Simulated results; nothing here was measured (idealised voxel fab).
process module | voxel lift off
cross-section cut | 185 nm wide | cells 5 nm
A cross-section is a grid of square cells, given in bands from the top down. A band is one or more rows of cells.
Each band's line starts with the height of the band's top and of its bottom, in nm. Then come its materials from left to right, each with its width in nm. One material with "throughout" fills the band from edge to edge. "air" is empty space.
Height 0 is the level under which the wafer as received is all one material. The lowest band goes on downwards, as in "0 down".
A width such as "30 to 40" changes by the same amount from each row of cells to the next, from the band's top row to its bottom row.
"no change" after a step means that no cell of the cross-section changed.
closed voids: empty space of 8 cells or more with no open way to the top, each as width x height at its distance from the left edge, in nm
after a step's settings: what the simulator itself notes on the step
overlay nm, on a step with a mask: how far to the right of its planned place the mask lay; to the left if negative
plan
1 op RECEIVE | material Si
2 op CONFORMAL_DEP | material SiO2 | thk nm 15
3 op PATTERN | tone open | mask id LINES | material resist | width nm 25 | pitch nm 55 | thk nm 25 | overlay nm 0
4 op DIRECTIONAL_DEP | material Ru | thk nm 10
5 op STRIP | etch materials resist
6 op CONFORMAL_DEP | material SiO2 | thk nm 10
first wafer, as planned
as received, after step 1
  0 down: Si throughout
  closed voids: none
after step 2
  15 to 0: SiO2 throughout
  below 0: unchanged
after step 3
  40 to 15: resist 50 | air 25 | resist 30 | air 25 | resist 55
  below 15: unchanged
after step 4
  50 to 40: Ru 50 | air 25 | Ru 30 | air 25 | Ru 55
  40 to 25: resist 50 | air 25 | resist 30 | air 25 | resist 55
  25 to 15: resist 50 | Ru 25 | resist 30 | Ru 25 | resist 55
  below 15: unchanged
after step 5
  25 to 15: air 50 | Ru 25 | air 30 | Ru 25 | air 55
  below 15: unchanged
after step 6
  35 to 25: air 40 | SiO2 45 | air 10 | SiO2 45 | air 45
  25 to 15: SiO2 50 | Ru 25 | SiO2 30 | Ru 25 | SiO2 55
  below 15: unchanged
second wafer: like start, like plan, one mistake. Through step 1 it matches the first wafer
when step 2 should have ended
  30 to 0: SiO2 throughout
  below 0: unchanged
when step 3 should have ended
  55 to 30: resist 50 | air 25 | resist 30 | air 25 | resist 55
  below 30: unchanged
when step 4 should have ended
  65 to 55: Ru 50 | air 25 | Ru 30 | air 25 | Ru 55
  55 to 40: resist 50 | air 25 | resist 30 | air 25 | resist 55
  40 to 30: resist 50 | Ru 25 | resist 30 | Ru 25 | resist 55
  below 30: unchanged
when step 5 should have ended
  40 to 30: air 50 | Ru 25 | air 30 | Ru 25 | air 55
  below 30: unchanged
when step 6 should have ended
  50 to 40: air 40 | SiO2 45 | air 10 | SiO2 45 | air 45
  40 to 30: SiO2 50 | Ru 25 | SiO2 30 | Ru 25 | SiO2 55
  below 30: unchanged
what went wrong: step 2 was run twice
at the end the second wafer has, in cells: 111 more of SiO2
